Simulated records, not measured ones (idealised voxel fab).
process module | voxel self aligned contacts
cross-section cut | 270 nm wide | cells 5 nm
A cross-section is a grid of square cells, given in bands from the top down. A band is one or more rows of cells.
Each band's line starts with the height of the band's top and of its bottom, in nm. Then come its materials from left to right, each with its width in nm. One material with "throughout" fills the band from edge to edge. "air" is empty space.
Height 0 is the level under which the wafer as received is all one material. The lowest band goes on downwards, as in "0 down".
A width such as "30 to 40" changes by the same amount from each row of cells to the next, from the band's top row to its bottom row.
"no change" after a step means that no cell of the cross-section changed.
closed voids: empty space of 8 cells or more with no open way to the top, each as width x height at its distance from the left edge, in nm
after a step's settings: what the simulator itself notes on the step
overlay nm, on a step with a mask: how far to the right of its planned place the mask lay; to the left if negative
Each pair below shows a cross-section before one step and the cross-section after it, down to the lowest band that changed. The line under each pair gives the step between them, with its settings. The pairs can come from different runs of this module on the same starting wafer, so a pair continues from the pair above only where its "before" says so.
before
  0 down: Si throughout
  closed voids: none
after
  0 to -5: SiO2 throughout
  below -5: unchanged
  closed voids: none
the step between: op OXIDIZE | depth nm 5
before: the cross-section after the pair above
after
  20 to 0: polySi throughout
  below 0: unchanged
  closed voids: none
the step between: op DIRECTIONAL_DEP | material polySi | thk nm 20
before: the cross-section after the pair above
after
  45 to 20: SiN throughout
  below 20: unchanged
  closed voids: none
the step between: op DIRECTIONAL_DEP | material SiN | thk nm 25
before: the cross-section after the pair above
after
  60 to 45: air 80 | resist 35 | air 40 | resist 35 | air 80
  below 45: unchanged
  closed voids: none
the step between: op PATTERN | tone cover | mask id GATE | material resist | width nm 35 | pitch nm 75 | thk nm 15 | overlay nm 0
before: the cross-section after the pair above
after
  60 to 45: air 80 | resist 35 | air 40 | resist 35 | air 80
  45 to 20: air 80 | SiN 35 | air 40 | SiN 35 | air 80
  below 20: unchanged
  closed voids: none
the step between: op DIRECTIONAL_ETCH | etch materials SiN | depth nm 25
before: the cross-section after the pair above
after
  60 to 45: air 80 | resist 35 | air 40 | resist 35 | air 80
  45 to 20: air 80 | SiN 35 | air 40 | SiN 35 | air 80
  20 to 0: air 80 | polySi 35 | air 40 | polySi 35 | air 80
  below 0: unchanged
  closed voids: none
the step between: op DIRECTIONAL_ETCH | etch materials polySi | depth nm 20
before: the cross-section after the pair above
after
  45 to 20: air 80 | SiN 35 | air 40 | SiN 35 | air 80
  below 20: unchanged
  closed voids: none
the step between: op STRIP | etch materials resist
before: the cross-section after the pair above
after
  55 to 20: air 70 | SiN 55 | air 20 | SiN 55 | air 70
  20 to 10: air 70 | SiN 10 | polySi 35 | SiN 10 | air 20 | SiN 10 | polySi 35 | SiN 10 | air 70
  10 to 0: SiN 80 | polySi 35 | SiN 40 | polySi 35 | SiN 80
  below 0: unchanged
  closed voids: none
the step between: op CONFORMAL_DEP | material SiN | thk nm 10
before: the cross-section after the pair above
after
  45 to 20: air 70 | SiN 55 | air 20 | SiN 55 | air 70
  20 to 0: air 70 | SiN 10 | polySi 35 | SiN 10 | air 20 | SiN 10 | polySi 35 | SiN 10 | air 70
  below 0: unchanged
  closed voids: none
the step between: op DIRECTIONAL_ETCH | etch materials SiN | depth nm 10
before: the cross-section after the pair above
after
  65 to 45: SiO2 throughout
  45 to 20: SiO2 70 | SiN 55 | SiO2 20 | SiN 55 | SiO2 70
  20 to 0: SiO2 70 | SiN 10 | polySi 35 | SiN 10 | SiO2 20 | SiN 10 | polySi 35 | SiN 10 | SiO2 70
  below 0: unchanged
  closed voids: none
the step between: op FILL_DEP | material SiO2 | thk nm 20
before: the cross-section after the pair above
after
  55 to 45: SiO2 throughout
  below 45: unchanged
  closed voids: none
the step between: op CMP | height nm 55
before: the cross-section after the pair above
after
  55 to 45: SiO2 110 | air 50 | SiO2 110
  45 to 20: SiO2 70 | SiN 55 | air 20 | SiN 55 | SiO2 70
  20 to 0: SiO2 70 | SiN 10 | polySi 35 | SiN 10 | air 20 | SiN 10 | polySi 35 | SiN 10 | SiO2 70
  0 to -5: SiO2 125 | air 20 | SiO2 125
  below -5: unchanged
  closed voids: none
the step between: op MASKED_ETCH | tone open | mask id CONTACT | width nm 50 | etch materials SiO2 | depth nm 60 | overlay nm 0
before: the cross-section after the pair above
after
  60 to 55: TiN 115 | air 40 | TiN 115
  55 to 45: SiO2 110 | TiN 5 to 20 | air 40 to 10 | TiN 5 to 20 | SiO2 110
  45 to 20: SiO2 70 | SiN 55 | TiN 5 | air 10 | TiN 5 | SiN 55 | SiO2 70
  20 to 0: SiO2 70 | SiN 10 | polySi 35 | SiN 10 | TiN 5 | air 10 | TiN 5 | SiN 10 | polySi 35 | SiN 10 | SiO2 70
  0 to -5: SiO2 125 | TiN 20 | SiO2 125
  below -5: unchanged
  closed voids: none
the step between: op CONFORMAL_DEP | material TiN | thk nm 5
before: the cross-section after the pair above
after
  65 to 60: Ru throughout
  60 to 55: TiN 115 | Ru 40 | TiN 115
  55 to 45: SiO2 110 | TiN 5 to 20 | Ru 40 to 10 | TiN 5 to 20 | SiO2 110
  45 to 20: SiO2 70 | SiN 55 | TiN 5 | Ru 10 | TiN 5 | SiN 55 | SiO2 70
  20 to 0: SiO2 70 | SiN 10 | polySi 35 | SiN 10 | TiN 5 | Ru 10 | TiN 5 | SiN 10 | polySi 35 | SiN 10 | SiO2 70
  below 0: unchanged
  closed voids: none
the step between: op FILL_DEP | material Ru | thk nm 5
before: the cross-section after the pair above
after
  55 to 45: SiO2 110 | TiN 5 to 20 | Ru 40 to 10 | TiN 5 to 20 | SiO2 110
  below 45: unchanged
  closed voids: none
the step between: op CMP | height nm 55
before: the cross-section after the pair above
after
  60 to 55: SiCN throughout
  below 55: unchanged
  closed voids: none
the step between: op CONFORMAL_DEP | material SiCN | thk nm 5
before
  45 to 20: air 80 | SiN 35 | air 40 | SiN 35 | air 80
  20 to 0: air 80 | polySi 35 | air 40 | polySi 35 | air 80
  0 to -5: SiO2 throughout
  -5 down: Si throughout
  closed voids: none
after
  35 to 20: air 80 | SiN 35 | air 40 | SiN 35 | air 80
  below 20: unchanged
  closed voids: none
the step between: op DIRECTIONAL_ETCH | etch materials SiN | depth nm 10
before: the cross-section after the pair above
after
  55 to 35: SiO2 throughout
  35 to 20: SiO2 80 | SiN 35 | SiO2 40 | SiN 35 | SiO2 80
  20 to 0: SiO2 80 | polySi 35 | SiO2 40 | polySi 35 | SiO2 80
  below 0: unchanged
  closed voids: none
the step between: op FILL_DEP | material SiO2 | thk nm 20
before: the cross-section after the pair above
after
  55 to 35: SiO2 110 | air 50 | SiO2 110
  35 to 20: SiO2 80 | SiN 35 | air 40 | SiN 35 | SiO2 80
  20 to 0: SiO2 80 | polySi 35 | air 40 | polySi 35 | SiO2 80
  0 to -5: SiO2 115 | air 40 | SiO2 115
  below -5: unchanged
  closed voids: none
the step between: op MASKED_ETCH | tone open | mask id CONTACT | width nm 50 | etch materials SiO2 | depth nm 60 | overlay nm 0
before: the cross-section after the pair above
after
  60 to 55: TiN 115 | air 40 | TiN 115
  55 to 40: SiO2 110 | TiN 5 | air 40 | TiN 5 | SiO2 110
  40 to 35: SiO2 110 | TiN 10 | air 30 | TiN 10 | SiO2 110
  35 to 20: SiO2 80 | SiN 35 | TiN 5 | air 30 | TiN 5 | SiN 35 | SiO2 80
  20 to 0: SiO2 80 | polySi 35 | TiN 5 | air 30 | TiN 5 | polySi 35 | SiO2 80
  0 to -5: SiO2 115 | TiN 40 | SiO2 115
  below -5: unchanged
  closed voids: none
the step between: op CONFORMAL_DEP | material TiN | thk nm 5
before: the cross-section after the pair above
after
  65 to 60: Ru throughout
  60 to 55: TiN 115 | Ru 40 | TiN 115
  55 to 40: SiO2 110 | TiN 5 | Ru 40 | TiN 5 | SiO2 110
  40 to 35: SiO2 110 | TiN 10 | Ru 30 | TiN 10 | SiO2 110
  35 to 20: SiO2 80 | SiN 35 | TiN 5 | Ru 30 | TiN 5 | SiN 35 | SiO2 80
  20 to 0: SiO2 80 | polySi 35 | TiN 5 | Ru 30 | TiN 5 | polySi 35 | SiO2 80
  below 0: unchanged
  closed voids: none
the step between: op FILL_DEP | material Ru | thk nm 5
before: the cross-section after the pair above
after
  55 to 40: SiO2 110 | TiN 5 | Ru 40 | TiN 5 | SiO2 110
  below 40: unchanged
  closed voids: none
the step between: op CMP | height nm 55
before: the cross-section after the pair above
after
  60 to 55: SiCN throughout
  below 55: unchanged
  closed voids: none
the step between: op CONFORMAL_DEP | material SiCN | thk nm 5
before
  20 to 0: polySi throughout
  0 to -5: SiO2 throughout
  -5 down: Si throughout
  closed voids: none
after
  40 to 0: polySi throughout
  below 0: unchanged
  closed voids: none
the step between: op DIRECTIONAL_DEP | material polySi | thk nm 20
before: the cross-section after the pair above
after
  65 to 40: SiN throughout
  below 40: unchanged
  closed voids: none
the step between: op DIRECTIONAL_DEP | material SiN | thk nm 25
before: the cross-section after the pair above
after
  80 to 65: air 80 | resist 35 | air 40 | resist 35 | air 80
  below 65: unchanged
  closed voids: none
the step between: op PATTERN | tone cover | mask id GATE | material resist | width nm 35 | pitch nm 75 | thk nm 15 | overlay nm 0
before: the cross-section after the pair above
after
  80 to 65: air 80 | resist 35 | air 40 | resist 35 | air 80
  65 to 40: air 80 | SiN 35 | air 40 | SiN 35 | air 80
  below 40: unchanged
  closed voids: none
the step between: op DIRECTIONAL_ETCH | etch materials SiN | depth nm 25
before: the cross-section after the pair above
after
  80 to 65: air 80 | resist 35 | air 40 | resist 35 | air 80
  65 to 40: air 80 | SiN 35 | air 40 | SiN 35 | air 80
  40 to 20: air 80 | polySi 35 | air 40 | polySi 35 | air 80
  below 20: unchanged
  closed voids: none
the step between: op DIRECTIONAL_ETCH | etch materials polySi | depth nm 20
before: the cross-section after the pair above
after
  65 to 40: air 80 | SiN 35 | air 40 | SiN 35 | air 80
  below 40: unchanged
  closed voids: none
the step between: op STRIP | etch materials resist
before: the cross-section after the pair above
after
  75 to 40: air 70 | SiN 55 | air 20 | SiN 55 | air 70
  40 to 30: air 70 | SiN 10 | polySi 35 | SiN 10 | air 20 | SiN 10 | polySi 35 | SiN 10 | air 70
  30 to 20: SiN 80 | polySi 35 | SiN 40 | polySi 35 | SiN 80
  below 20: unchanged
  closed voids: none
the step between: op CONFORMAL_DEP | material SiN | thk nm 10
before: the cross-section after the pair above
after
  65 to 40: air 70 | SiN 55 | air 20 | SiN 55 | air 70
  40 to 20: air 70 | SiN 10 | polySi 35 | SiN 10 | air 20 | SiN 10 | polySi 35 | SiN 10 | air 70
  below 20: unchanged
  closed voids: none
the step between: op DIRECTIONAL_ETCH | etch materials SiN | depth nm 10
before: the cross-section after the pair above
after
  85 to 65: SiO2 throughout
  65 to 40: SiO2 70 | SiN 55 | SiO2 20 | SiN 55 | SiO2 70
  40 to 20: SiO2 70 | SiN 10 | polySi 35 | SiN 10 | SiO2 20 | SiN 10 | polySi 35 | SiN 10 | SiO2 70
  below 20: unchanged
  closed voids: none
the step between: op FILL_DEP | material SiO2 | thk nm 20
before: the cross-section after the pair above
after
  55 to 40: SiO2 70 | SiN 55 | SiO2 20 | SiN 55 | SiO2 70
  below 40: unchanged
  closed voids: none
the step between: op CMP | height nm 55
before: the cross-section after the pair above
after
  55 to 40: SiO2 70 | SiN 55 | air 20 | SiN 55 | SiO2 70
  40 to 20: SiO2 70 | SiN 10 | polySi 35 | SiN 10 | air 20 | SiN 10 | polySi 35 | SiN 10 | SiO2 70
  below 20: unchanged
  closed voids: none
the step between: op MASKED_ETCH | tone open | mask id CONTACT | width nm 50 | etch materials SiO2 | depth nm 60 | overlay nm 0
before: the cross-section after the pair above
after
  60 to 55: TiN 130 | air 10 | TiN 130
  55 to 40: SiO2 70 | SiN 55 | TiN 5 | air 10 | TiN 5 | SiN 55 | SiO2 70
  40 to 25: SiO2 70 | SiN 10 | polySi 35 | SiN 10 | TiN 5 | air 10 | TiN 5 | SiN 10 | polySi 35 | SiN 10 | SiO2 70
  25 to 20: SiO2 70 | SiN 10 | polySi 35 | SiN 10 | TiN 20 | SiN 10 | polySi 35 | SiN 10 | SiO2 70
  below 20: unchanged
  closed voids: none
the step between: op CONFORMAL_DEP | material TiN | thk nm 5
before: the cross-section after the pair above
after
  65 to 60: Ru throughout
  60 to 55: TiN 130 | Ru 10 | TiN 130
  55 to 40: SiO2 70 | SiN 55 | TiN 5 | Ru 10 | TiN 5 | SiN 55 | SiO2 70
  40 to 25: SiO2 70 | SiN 10 | polySi 35 | SiN 10 | TiN 5 | Ru 10 | TiN 5 | SiN 10 | polySi 35 | SiN 10 | SiO2 70
  below 25: unchanged
  closed voids: none
the step between: op FILL_DEP | material Ru | thk nm 5
before: the cross-section after the pair above
after
  55 to 40: SiO2 70 | SiN 55 | TiN 5 | Ru 10 | TiN 5 | SiN 55 | SiO2 70
  below 40: unchanged
  closed voids: none
the step between: op CMP | height nm 55
before: the cross-section after the pair above
after
  60 to 55: SiCN throughout
  below 55: unchanged
  closed voids: none
the step between: op CONFORMAL_DEP | material SiCN | thk nm 5
before
  0 down: Si throughout
  closed voids: none
after
  20 to 0: polySi throughout
  below 0: unchanged
  closed voids: none
the step between: op DIRECTIONAL_DEP | material polySi | thk nm 20
before: the cross-section after the pair above
after
  20 to 15: SiO2 throughout
  below 15: unchanged
  closed voids: none
the step between: op OXIDIZE | depth nm 5
before: the cross-section after the pair above
after
  45 to 20: SiN throughout
  below 20: unchanged
  closed voids: none
the step between: op DIRECTIONAL_DEP | material SiN | thk nm 25
before: the cross-section after the pair above
after
  60 to 45: air 80 | resist 35 | air 40 | resist 35 | air 80
  below 45: unchanged
  closed voids: none
the step between: op PATTERN | tone cover | mask id GATE | material resist | width nm 35 | pitch nm 75 | thk nm 15 | overlay nm 0
before: the cross-section after the pair above
after
  60 to 45: air 80 | resist 35 | air 40 | resist 35 | air 80
  45 to 20: air 80 | SiN 35 | air 40 | SiN 35 | air 80
  below 20: unchanged
  closed voids: none
the step between: op DIRECTIONAL_ETCH | etch materials SiN | depth nm 25
before: the cross-section after the pair above
after
  45 to 20: air 80 | SiN 35 | air 40 | SiN 35 | air 80
  below 20: unchanged
  closed voids: none
the step between: op STRIP | etch materials resist
before: the cross-section after the pair above
after
  55 to 30: air 70 | SiN 55 | air 20 | SiN 55 | air 70
  30 to 20: SiN throughout
  below 20: unchanged
  closed voids: none
the step between: op CONFORMAL_DEP | material SiN | thk nm 10
before: the cross-section after the pair above
after
  45 to 20: air 70 | SiN 55 | air 20 | SiN 55 | air 70
  below 20: unchanged
  closed voids: none
the step between: op DIRECTIONAL_ETCH | etch materials SiN | depth nm 10
before: the cross-section after the pair above
after
  65 to 45: SiO2 throughout
  45 to 20: SiO2 70 | SiN 55 | SiO2 20 | SiN 55 | SiO2 70
  below 20: unchanged
  closed voids: none
the step between: op FILL_DEP | material SiO2 | thk nm 20
before: the cross-section after the pair above
after
  55 to 45: SiO2 throughout
  below 45: unchanged
  closed voids: none
the step between: op CMP | height nm 55
before: the cross-section after the pair above
after
  55 to 45: SiO2 110 | air 50 | SiO2 110
  45 to 20: SiO2 70 | SiN 55 | air 20 | SiN 55 | SiO2 70
  20 to 15: SiO2 125 | air 20 | SiO2 125
  below 15: unchanged
  closed voids: none
the step between: op MASKED_ETCH | tone open | mask id CONTACT | width nm 50 | etch materials SiO2 | depth nm 60 | overlay nm 0
before: the cross-section after the pair above
after
  60 to 55: TiN 115 | air 40 | TiN 115
  55 to 45: SiO2 110 | TiN 5 to 20 | air 40 to 10 | TiN 5 to 20 | SiO2 110
  45 to 20: SiO2 70 | SiN 55 | TiN 5 | air 10 | TiN 5 | SiN 55 | SiO2 70
  20 to 15: SiO2 125 | TiN 20 | SiO2 125
  below 15: unchanged
  closed voids: none
the step between: op CONFORMAL_DEP | material TiN | thk nm 5
before: the cross-section after the pair above
after
  65 to 60: Ru throughout
  60 to 55: TiN 115 | Ru 40 | TiN 115
  55 to 45: SiO2 110 | TiN 5 to 20 | Ru 40 to 10 | TiN 5 to 20 | SiO2 110
  45 to 20: SiO2 70 | SiN 55 | TiN 5 | Ru 10 | TiN 5 | SiN 55 | SiO2 70
  below 20: unchanged
  closed voids: none
the step between: op FILL_DEP | material Ru | thk nm 5
before: the cross-section after the pair above
after
  55 to 45: SiO2 110 | TiN 5 to 20 | Ru 40 to 10 | TiN 5 to 20 | SiO2 110
  below 45: unchanged
  closed voids: none
the step between: op CMP | height nm 55
before: the cross-section after the pair above
after
  60 to 55: SiCN throughout
  below 55: unchanged
  closed voids: none
the step between: op CONFORMAL_DEP | material SiCN | thk nm 5
before
  60 to 45: air 80 | resist 35 | air 40 | resist 35 | air 80
  45 to 20: air 80 | SiN 35 | air 40 | SiN 35 | air 80
  20 to 0: polySi throughout
  0 to -5: SiO2 throughout
  -5 down: Si throughout
  closed voids: none
after
  60 to 45: air 80 | resist 35 | air 40 | resist 35 | air 80
  45 to 20: air 80 | SiN 35 | air 40 | SiN 35 | air 80
  20 to 10: air 80 | polySi 35 | air 40 | polySi 35 | air 80
  below 10: unchanged
  closed voids: none
the step between: op DIRECTIONAL_ETCH | etch materials polySi | depth nm 10
before: the cross-section after the pair above
after
  45 to 20: air 80 | SiN 35 | air 40 | SiN 35 | air 80
  below 20: unchanged
  closed voids: none
the step between: op STRIP | etch materials resist
before: the cross-section after the pair above
after
  55 to 20: air 70 | SiN 55 | air 20 | SiN 55 | air 70
  20 to 10: SiN 80 | polySi 35 | SiN 40 | polySi 35 | SiN 80
  below 10: unchanged
  closed voids: none
the step between: op CONFORMAL_DEP | material SiN | thk nm 10
before: the cross-section after the pair above
after
  45 to 20: air 70 | SiN 55 | air 20 | SiN 55 | air 70
  20 to 10: air 70 | SiN 10 | polySi 35 | SiN 10 | air 20 | SiN 10 | polySi 35 | SiN 10 | air 70
  below 10: unchanged
  closed voids: none
the step between: op DIRECTIONAL_ETCH | etch materials SiN | depth nm 10
before: the cross-section after the pair above
after
  65 to 45: SiO2 throughout
  45 to 20: SiO2 70 | SiN 55 | SiO2 20 | SiN 55 | SiO2 70
  20 to 10: SiO2 70 | SiN 10 | polySi 35 | SiN 10 | SiO2 20 | SiN 10 | polySi 35 | SiN 10 | SiO2 70
  below 10: unchanged
  closed voids: none
the step between: op FILL_DEP | material SiO2 | thk nm 20
before: the cross-section after the pair above
after
  55 to 45: SiO2 throughout
  below 45: unchanged
  closed voids: none
the step between: op CMP | height nm 55
before: the cross-section after the pair above
after
  55 to 45: SiO2 110 | air 50 | SiO2 110
  45 to 20: SiO2 70 | SiN 55 | air 20 | SiN 55 | SiO2 70
  20 to 10: SiO2 70 | SiN 10 | polySi 35 | SiN 10 | air 20 | SiN 10 | polySi 35 | SiN 10 | SiO2 70
  below 10: unchanged
  closed voids: none
the step between: op MASKED_ETCH | tone open | mask id CONTACT | width nm 50 | etch materials SiO2 | depth nm 60 | overlay nm 0
before: the cross-section after the pair above
after
  60 to 55: TiN 115 | air 40 | TiN 115
  55 to 45: SiO2 110 | TiN 5 to 20 | air 40 to 10 | TiN 5 to 20 | SiO2 110
  45 to 20: SiO2 70 | SiN 55 | TiN 5 | air 10 | TiN 5 | SiN 55 | SiO2 70
  20 to 15: SiO2 70 | SiN 10 | polySi 35 | SiN 10 | TiN 5 | air 10 | TiN 5 | SiN 10 | polySi 35 | SiN 10 | SiO2 70
  15 to 10: SiO2 70 | SiN 10 | polySi 35 | SiN 10 | TiN 20 | SiN 10 | polySi 35 | SiN 10 | SiO2 70
  below 10: unchanged
  closed voids: none
the step between: op CONFORMAL_DEP | material TiN | thk nm 5
before: the cross-section after the pair above
after
  65 to 60: Ru throughout
  60 to 55: TiN 115 | Ru 40 | TiN 115
  55 to 45: SiO2 110 | TiN 5 to 20 | Ru 40 to 10 | TiN 5 to 20 | SiO2 110
  45 to 20: SiO2 70 | SiN 55 | TiN 5 | Ru 10 | TiN 5 | SiN 55 | SiO2 70
  20 to 15: SiO2 70 | SiN 10 | polySi 35 | SiN 10 | TiN 5 | Ru 10 | TiN 5 | SiN 10 | polySi 35 | SiN 10 | SiO2 70
  below 15: unchanged
  closed voids: none
the step between: op FILL_DEP | material Ru | thk nm 5
before: the cross-section after the pair above
after
  55 to 45: SiO2 110 | TiN 5 to 20 | Ru 40 to 10 | TiN 5 to 20 | SiO2 110
  below 45: unchanged
  closed voids: none
the step between: op CMP | height nm 55
before: the cross-section after the pair above
after
  60 to 55: SiCN throughout
  below 55: unchanged
  closed voids: none
the step between: op CONFORMAL_DEP | material SiCN | thk nm 5
before
  45 to 20: SiN throughout
  20 to 0: polySi throughout
  0 to -5: SiO2 throughout
  -5 down: Si throughout
  closed voids: none
after
  60 to 45: air 85 | resist 30 | air 45 | resist 30 | air 80
  below 45: unchanged
  closed voids: none
the step between: op PATTERN | tone cover | mask id GATE | material resist | width nm 30 | pitch nm 75 | thk nm 15 | overlay nm 0
before: the cross-section after the pair above
after
  60 to 45: air 85 | resist 30 | air 45 | resist 30 | air 80
  45 to 20: air 85 | SiN 30 | air 45 | SiN 30 | air 80
  below 20: unchanged
  closed voids: none
the step between: op DIRECTIONAL_ETCH | etch materials SiN | depth nm 25
before: the cross-section after the pair above
after
  60 to 45: air 85 | resist 30 | air 45 | resist 30 | air 80
  45 to 20: air 85 | SiN 30 | air 45 | SiN 30 | air 80
  20 to 0: air 85 | polySi 30 | air 45 | polySi 30 | air 80
  below 0: unchanged
  closed voids: none
the step between: op DIRECTIONAL_ETCH | etch materials polySi | depth nm 20
before: the cross-section after the pair above
after
  45 to 20: air 85 | SiN 30 | air 45 | SiN 30 | air 80
  below 20: unchanged
  closed voids: none
the step between: op STRIP | etch materials resist
before: the cross-section after the pair above
after
  55 to 20: air 75 | SiN 50 | air 25 | SiN 50 | air 70
  20 to 10: air 75 | SiN 10 | polySi 30 | SiN 10 | air 25 | SiN 10 | polySi 30 | SiN 10 | air 70
  10 to 0: SiN 85 | polySi 30 | SiN 45 | polySi 30 | SiN 80
  below 0: unchanged
  closed voids: none
the step between: op CONFORMAL_DEP | material SiN | thk nm 10
before: the cross-section after the pair above
after
  45 to 20: air 75 | SiN 50 | air 25 | SiN 50 | air 70
  20 to 0: air 75 | SiN 10 | polySi 30 | SiN 10 | air 25 | SiN 10 | polySi 30 | SiN 10 | air 70
  below 0: unchanged
  closed voids: none
the step between: op DIRECTIONAL_ETCH | etch materials SiN | depth nm 10
before: the cross-section after the pair above
after
  65 to 45: SiO2 throughout
  45 to 20: SiO2 75 | SiN 50 | SiO2 25 | SiN 50 | SiO2 70
  20 to 0: SiO2 75 | SiN 10 | polySi 30 | SiN 10 | SiO2 25 | SiN 10 | polySi 30 | SiN 10 | SiO2 70
  below 0: unchanged
  closed voids: none
the step between: op FILL_DEP | material SiO2 | thk nm 20
before: the cross-section after the pair above
after
  55 to 45: SiO2 throughout
  below 45: unchanged
  closed voids: none
the step between: op CMP | height nm 55
before: the cross-section after the pair above
after
  55 to 45: SiO2 110 | air 50 | SiO2 110
  45 to 20: SiO2 75 | SiN 50 | air 25 | SiN 50 | SiO2 70
  20 to 0: SiO2 75 | SiN 10 | polySi 30 | SiN 10 | air 25 | SiN 10 | polySi 30 | SiN 10 | SiO2 70
  0 to -5: SiO2 125 | air 25 | SiO2 120
  below -5: unchanged
  closed voids: none
the step between: op MASKED_ETCH | tone open | mask id CONTACT | width nm 50 | etch materials SiO2 | depth nm 60 | overlay nm 0
before: the cross-section after the pair above
after
  60 to 55: TiN 115 | air 40 | TiN 115
  55 to 45: SiO2 110 | TiN 5 to 20 | air 40 to 15 | TiN 5 to 15 | SiO2 110
  45 to 20: SiO2 75 | SiN 50 | TiN 5 | air 15 | TiN 5 | SiN 50 | SiO2 70
  20 to 0: SiO2 75 | SiN 10 | polySi 30 | SiN 10 | TiN 5 | air 15 | TiN 5 | SiN 10 | polySi 30 | SiN 10 | SiO2 70
  0 to -5: SiO2 125 | TiN 25 | SiO2 120
  below -5: unchanged
  closed voids: none
the step between: op CONFORMAL_DEP | material TiN | thk nm 5
before: the cross-section after the pair above
after
  65 to 60: Ru throughout
  60 to 55: TiN 115 | Ru 40 | TiN 115
  55 to 45: SiO2 110 | TiN 5 to 20 | Ru 40 to 15 | TiN 5 to 15 | SiO2 110
  45 to 20: SiO2 75 | SiN 50 | TiN 5 | Ru 15 | TiN 5 | SiN 50 | SiO2 70
  20 to 0: SiO2 75 | SiN 10 | polySi 30 | SiN 10 | TiN 5 | Ru 15 | TiN 5 | SiN 10 | polySi 30 | SiN 10 | SiO2 70
  below 0: unchanged
  closed voids: none
the step between: op FILL_DEP | material Ru | thk nm 5
before: the cross-section after the pair above
after
  55 to 45: SiO2 110 | TiN 5 to 20 | Ru 40 to 15 | TiN 5 to 15 | SiO2 110
  below 45: unchanged
  closed voids: none
the step between: op CMP | height nm 55
before: the cross-section after the pair above
after
  60 to 55: SiCN throughout
  below 55: unchanged
  closed voids: none
the step between: op CONFORMAL_DEP | material SiCN | thk nm 5
before
  45 to 20: SiN throughout
  20 to 0: polySi throughout
  0 to -5: SiO2 throughout
  -5 down: Si throughout
  closed voids: none
after
  60 to 45: air 70 | resist 35 | air 40 | resist 35 | air 90
  below 45: unchanged
  closed voids: none
the step between: op PATTERN | tone cover | mask id GATE | material resist | width nm 35 | pitch nm 75 | thk nm 15 | overlay nm -10
before: the cross-section after the pair above
after
  60 to 45: air 70 | resist 35 | air 40 | resist 35 | air 90
  45 to 20: air 70 | SiN 35 | air 40 | SiN 35 | air 90
  below 20: unchanged
  closed voids: none
the step between: op DIRECTIONAL_ETCH | etch materials SiN | depth nm 25
before: the cross-section after the pair above
after
  60 to 45: air 70 | resist 35 | air 40 | resist 35 | air 90
  45 to 20: air 70 | SiN 35 | air 40 | SiN 35 | air 90
  20 to 0: air 70 | polySi 35 | air 40 | polySi 35 | air 90
  below 0: unchanged
  closed voids: none
the step between: op DIRECTIONAL_ETCH | etch materials polySi | depth nm 20
before: the cross-section after the pair above
after
  45 to 20: air 70 | SiN 35 | air 40 | SiN 35 | air 90
  below 20: unchanged
  closed voids: none
the step between: op STRIP | etch materials resist
before: the cross-section after the pair above
after
  55 to 20: air 60 | SiN 55 | air 20 | SiN 55 | air 80
  20 to 10: air 60 | SiN 10 | polySi 35 | SiN 10 | air 20 | SiN 10 | polySi 35 | SiN 10 | air 80
  10 to 0: SiN 70 | polySi 35 | SiN 40 | polySi 35 | SiN 90
  below 0: unchanged
  closed voids: none
the step between: op CONFORMAL_DEP | material SiN | thk nm 10
before: the cross-section after the pair above
after
  45 to 20: air 60 | SiN 55 | air 20 | SiN 55 | air 80
  20 to 0: air 60 | SiN 10 | polySi 35 | SiN 10 | air 20 | SiN 10 | polySi 35 | SiN 10 | air 80
  below 0: unchanged
  closed voids: none
the step between: op DIRECTIONAL_ETCH | etch materials SiN | depth nm 10
before: the cross-section after the pair above
after
  65 to 45: SiO2 throughout
  45 to 20: SiO2 60 | SiN 55 | SiO2 20 | SiN 55 | SiO2 80
  20 to 0: SiO2 60 | SiN 10 | polySi 35 | SiN 10 | SiO2 20 | SiN 10 | polySi 35 | SiN 10 | SiO2 80
  below 0: unchanged
  closed voids: none
the step between: op FILL_DEP | material SiO2 | thk nm 20
before: the cross-section after the pair above
after
  55 to 45: SiO2 throughout
  below 45: unchanged
  closed voids: none
the step between: op CMP | height nm 55
before: the cross-section after the pair above
after
  55 to 45: SiO2 110 | air 50 | SiO2 110
  45 to 20: SiO2 60 | SiN 55 | air 20 | SiN 55 | SiO2 80
  20 to 0: SiO2 60 | SiN 10 | polySi 35 | SiN 10 | air 20 | SiN 10 | polySi 35 | SiN 10 | SiO2 80
  0 to -5: SiO2 115 | air 20 | SiO2 135
  below -5: unchanged
  closed voids: none
the step between: op MASKED_ETCH | tone open | mask id CONTACT | width nm 50 | etch materials SiO2 | depth nm 60 | overlay nm 0
before: the cross-section after the pair above
after
  60 to 55: TiN 115 | air 40 | TiN 115
  55 to 45: SiO2 110 | TiN 5 to 10 | air 40 to 10 | TiN 5 to 30 | SiO2 110
  45 to 20: SiO2 60 | SiN 55 | TiN 5 | air 10 | TiN 5 | SiN 55 | SiO2 80
  20 to 0: SiO2 60 | SiN 10 | polySi 35 | SiN 10 | TiN 5 | air 10 | TiN 5 | SiN 10 | polySi 35 | SiN 10 | SiO2 80
  0 to -5: SiO2 115 | TiN 20 | SiO2 135
  below -5: unchanged
  closed voids: none
the step between: op CONFORMAL_DEP | material TiN | thk nm 5
before: the cross-section after the pair above
after
  65 to 60: Ru throughout
  60 to 55: TiN 115 | Ru 40 | TiN 115
  55 to 45: SiO2 110 | TiN 5 to 10 | Ru 40 to 10 | TiN 5 to 30 | SiO2 110
  45 to 20: SiO2 60 | SiN 55 | TiN 5 | Ru 10 | TiN 5 | SiN 55 | SiO2 80
  20 to 0: SiO2 60 | SiN 10 | polySi 35 | SiN 10 | TiN 5 | Ru 10 | TiN 5 | SiN 10 | polySi 35 | SiN 10 | SiO2 80
  below 0: unchanged
  closed voids: none
the step between: op FILL_DEP | material Ru | thk nm 5
before: the cross-section after the pair above
after
  55 to 45: SiO2 110 | TiN 5 to 10 | Ru 40 to 10 | TiN 5 to 30 | SiO2 110
  below 45: unchanged
  closed voids: none
the step between: op CMP | height nm 55
before: the cross-section after the pair above
after
  60 to 55: SiCN throughout
  below 55: unchanged
  closed voids: none
the step between: op CONFORMAL_DEP | material SiCN | thk nm 5
before
  0 to -5: SiO2 throughout
  -5 down: Si throughout
  closed voids: none
after
  20 to 0: SiN throughout
  below 0: unchanged
  closed voids: none
the step between: op DIRECTIONAL_DEP | material SiN | thk nm 20
before: the cross-section after the pair above
after
  45 to 0: SiN throughout
  below 0: unchanged
  closed voids: none
the step between: op DIRECTIONAL_DEP | material SiN | thk nm 25
before: the cross-section after the pair above
after
  60 to 45: air 80 | resist 35 | air 40 | resist 35 | air 80
  below 45: unchanged
  closed voids: none
the step between: op PATTERN | tone cover | mask id GATE | material resist | width nm 35 | pitch nm 75 | thk nm 15 | overlay nm 0
before: the cross-section after the pair above
after
  60 to 45: air 80 | resist 35 | air 40 | resist 35 | air 80
  45 to 20: air 80 | SiN 35 | air 40 | SiN 35 | air 80
  below 20: unchanged
  closed voids: none
the step between: op DIRECTIONAL_ETCH | etch materials SiN | depth nm 25
before: the cross-section after the pair above
after
  45 to 20: air 80 | SiN 35 | air 40 | SiN 35 | air 80
  below 20: unchanged
  closed voids: none
the step between: op STRIP | etch materials resist
